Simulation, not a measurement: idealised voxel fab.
process module | voxel self aligned vias
cross-section cut | 185 nm wide | cells 5 nm
A cross-section is a grid of square cells, given in bands from the top down. A band is one or more rows of cells.
Each band's line starts with the height of the band's top and of its bottom, in nm. Then come its materials from left to right, each with its width in nm. One material with "throughout" fills the band from edge to edge. "air" is empty space.
Height 0 is the level under which the wafer as received is all one material. The lowest band goes on downwards, as in "0 down".
A width such as "30 to 40" changes by the same amount from each row of cells to the next, from the band's top row to its bottom row.
"no change" after a step means that no cell of the cross-section changed.
closed voids: empty space of 8 cells or more with no open way to the top, each as width x height at its distance from the left edge, in nm
after a step's settings: what the simulator itself notes on the step
overlay nm, on a step with a mask: how far to the right of its planned place the mask lay; to the left if negative
plan
1 op RECEIVE | material Si
2 op CONFORMAL_DEP | material SiO2 | thk nm 15
3 op CONFORMAL_DEP | material SiCN | thk nm 5
4 op DIRECTIONAL_DEP | material SiO2 | thk nm 20
5 op MASKED_ETCH | tone open | mask id LINES | width nm 25 | pitch nm 50 | etch materials SiO2 | depth nm 20 | overlay nm 0
6 op CONFORMAL_DEP | material TiN | thk nm 5
7 op FILL_DEP | material W | thk nm 10
8 op CMP | height nm 40
9 op SELECTIVE_ETCH | etch materials W Ru TiN | depth nm 5
10 op FILL_DEP | material SiN | thk nm 10
11 op CMP | height nm 40
12 op DIRECTIONAL_DEP | material SiO2 | thk nm 20
13 op MASKED_ETCH | tone open | mask id VIAS | width nm 25 | pitch nm 50 | etch materials SiO2 | depth nm 20 | overlay nm 0
14 op MASKED_ETCH | tone open | mask id VIAS | width nm 35 | pitch nm 50 | etch materials SiN | depth nm 5 | overlay nm 0
15 op CONFORMAL_DEP | material TiN | thk nm 5
16 op FILL_DEP | material Cu | thk nm 10
17 op CMP | height nm 60
18 op CONFORMAL_DEP | material SiCN | thk nm 5
varied across the wafers: width nm of step 13. The plan shows the first wafer's value. All wafers start alike
first wafer as received, after step 1
  0 down: Si throughout
  closed voids: none
first wafer at the end, after step 18
  65 to 60: SiCN throughout
  60 to 40: SiO2 30 | TiN 5 | Cu 15 | TiN 5 | SiO2 25 | TiN 5 | Cu 15 | TiN 5 | SiO2 25 | TiN 5 | Cu 15 | TiN 5 | SiO2 30
  40 to 35: SiO2 30 | TiN 25 | SiO2 25 | TiN 25 | SiO2 25 | TiN 25 | SiO2 30
  35 to 25: SiO2 30 | TiN 5 | W 15 | TiN 5 | SiO2 25 | TiN 5 | W 15 | TiN 5 | SiO2 25 | TiN 5 | W 15 | TiN 5 | SiO2 30
  25 to 20: SiO2 30 | TiN 25 | SiO2 25 | TiN 25 | SiO2 25 | TiN 25 | SiO2 30
  20 to 15: SiCN throughout
  15 to 0: SiO2 throughout
  0 down: Si throughout
  closed voids: none
last wafer at the end
  65 to 60: SiCN throughout
  60 to 45: SiO2 25 | TiN 5 | Cu 25 | TiN 5 | SiO2 15 | TiN 5 | Cu 25 | TiN 5 | SiO2 15 | TiN 5 | Cu 25 | TiN 5 | SiO2 25
  45 to 40: SiO2 25 | TiN 10 | Cu 15 | TiN 10 | SiO2 15 | TiN 10 | Cu 15 | TiN 10 | SiO2 15 | TiN 10 | Cu 15 | TiN 10 | SiO2 25
  40 to 35: SiO2 30 | TiN 25 | SiO2 25 | TiN 25 | SiO2 25 | TiN 25 | SiO2 30
  35 to 25: SiO2 30 | TiN 5 | W 15 | TiN 5 | SiO2 25 | TiN 5 | W 15 | TiN 5 | SiO2 25 | TiN 5 | W 15 | TiN 5 | SiO2 30
  25 to 20: SiO2 30 | TiN 25 | SiO2 25 | TiN 25 | SiO2 25 | TiN 25 | SiO2 30
  20 to 15: SiCN throughout
  15 to 0: SiO2 throughout
  0 down: Si throughout
  closed voids: none
each wafer at the end: cells of each material gained (+) or lost (-) since it was received, then its closed voids
width nm 25 | +36 Cu | +74 SiCN | +287 SiO2 | +66 TiN | +18 W | closed voids: none
width nm 30 | +45 Cu | +74 SiCN | +275 SiO2 | +69 TiN | +18 W | closed voids: none
width nm 35 | +54 Cu | +74 SiCN | +263 SiO2 | +72 TiN | +18 W | closed voids: none
